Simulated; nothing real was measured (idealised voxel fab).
process module | voxel self aligned contacts
cross-section cut | 230 nm wide | cells 5 nm
A cross-section is a grid of square cells, given in bands from the top down. A band is one or more rows of cells.
Each band's line starts with the height of the band's top and of its bottom, in nm. Then come its materials from left to right, each with its width in nm. One material with "throughout" fills the band from edge to edge. "air" is empty space.
Height 0 is the level under which the wafer as received is all one material. The lowest band goes on downwards, as in "0 down".
A width such as "30 to 40" changes by the same amount from each row of cells to the next, from the band's top row to its bottom row.
"no change" after a step means that no cell of the cross-section changed.
closed voids: empty space of 8 cells or more with no open way to the top, each as width x height at its distance from the left edge, in nm
after a step's settings: what the simulator itself notes on the step
overlay nm, on a step with a mask: how far to the right of its planned place the mask lay; to the left if negative
plan
1 op RECEIVE | material Si
2 op OXIDIZE | depth nm 5
3 op DIRECTIONAL_DEP | material polySi | thk nm 30
4 op DIRECTIONAL_DEP | material SiN | thk nm 20
5 op DIRECTIONAL_DEP | material aC | thk nm 10
6 op PATTERN | tone cover | mask id GATE | material resist | width nm 30 | pitch nm 60 | thk nm 25 | overlay nm 0
7 op DIRECTIONAL_ETCH | etch materials aC | depth nm 10
8 op STRIP | etch materials resist
9 op DIRECTIONAL_ETCH | etch materials SiN | depth nm 20
10 op DIRECTIONAL_ETCH | etch materials polySi | depth nm 30
11 op STRIP | etch materials aC
12 op CONFORMAL_DEP | material SiN | thk nm 5
13 op DIRECTIONAL_ETCH | etch materials SiN | depth nm 5
14 op FILL_DEP | material SiO2 | thk nm 15
15 op CMP | height nm 60
16 op MASKED_ETCH | tone open | mask id CONTACT | width nm 30 | pitch nm 60 | etch materials SiO2 | depth nm 65 | overlay nm 0
17 op CONFORMAL_DEP | material TiN | thk nm 5
18 op FILL_DEP | material W | thk nm 10
19 op CMP | height nm 60
20 op CONFORMAL_DEP | material SiN | thk nm 5
varied across the wafers: width nm of step 16. The plan shows the first wafer's value. All wafers start alike
first wafer as received, after step 1
  0 down: Si throughout
  closed voids: none
first wafer at the end, after step 20
  65 to 60: SiN throughout
  60 to 50: SiO2 70 | TiN 5 to 10 | W 20 to 10 | TiN 5 to 10 | SiO2 30 | TiN 5 to 10 | W 20 to 10 | TiN 5 to 10 | SiO2 70
  50 to 30: SiO2 35 | SiN 40 | TiN 5 | W 10 | TiN 5 | SiN 40 | TiN 5 | W 10 | TiN 5 | SiN 40 | SiO2 35
  30 to 0: SiO2 35 | SiN 5 | polySi 30 | SiN 5 | TiN 5 | W 10 | TiN 5 | SiN 5 | polySi 30 | SiN 5 | TiN 5 | W 10 | TiN 5 | SiN 5 | polySi 30 | SiN 5 | SiO2 35
  0 to -5: SiO2 75 | TiN 20 | SiO2 40 | TiN 20 | SiO2 75
  -5 down: Si throughout
  closed voids: none
last wafer at the end
  65 to 60: SiN throughout
  60 to 50: SiO2 65 | TiN 5 to 15 | W 35 to 10 | TiN 5 to 20 | SiO2 15 | TiN 5 to 15 | W 35 to 10 | TiN 5 to 20 | SiO2 60
  50 to 30: SiO2 35 | SiN 40 | TiN 5 | W 10 | TiN 5 | SiN 40 | TiN 5 | W 10 | TiN 5 | SiN 40 | SiO2 35
  30 to 0: SiO2 35 | SiN 5 | polySi 30 | SiN 5 | TiN 5 | W 10 | TiN 5 | SiN 5 | polySi 30 | SiN 5 | TiN 5 | W 10 | TiN 5 | SiN 5 | polySi 30 | SiN 5 | SiO2 35
  0 to -5: SiO2 75 | TiN 20 | SiO2 40 | TiN 20 | SiO2 75
  -5 down: Si throughout
  closed voids: none
each wafer at the end: cells of each material gained (+) or lost (-) since it was received, then its closed voids
width nm 30 | -46 Si | +178 SiN | +246 SiO2 | +60 TiN | +52 W | +108 polySi | closed voids: none
width nm 35 | -46 Si | +178 SiN | +242 SiO2 | +62 TiN | +54 W | +108 polySi | closed voids: none
width nm 40 | -46 Si | +178 SiN | +238 SiO2 | +64 TiN | +56 W | +108 polySi | closed voids: none
width nm 45 | -46 Si | +178 SiN | +234 SiO2 | +66 TiN | +58 W | +108 polySi | closed voids: none
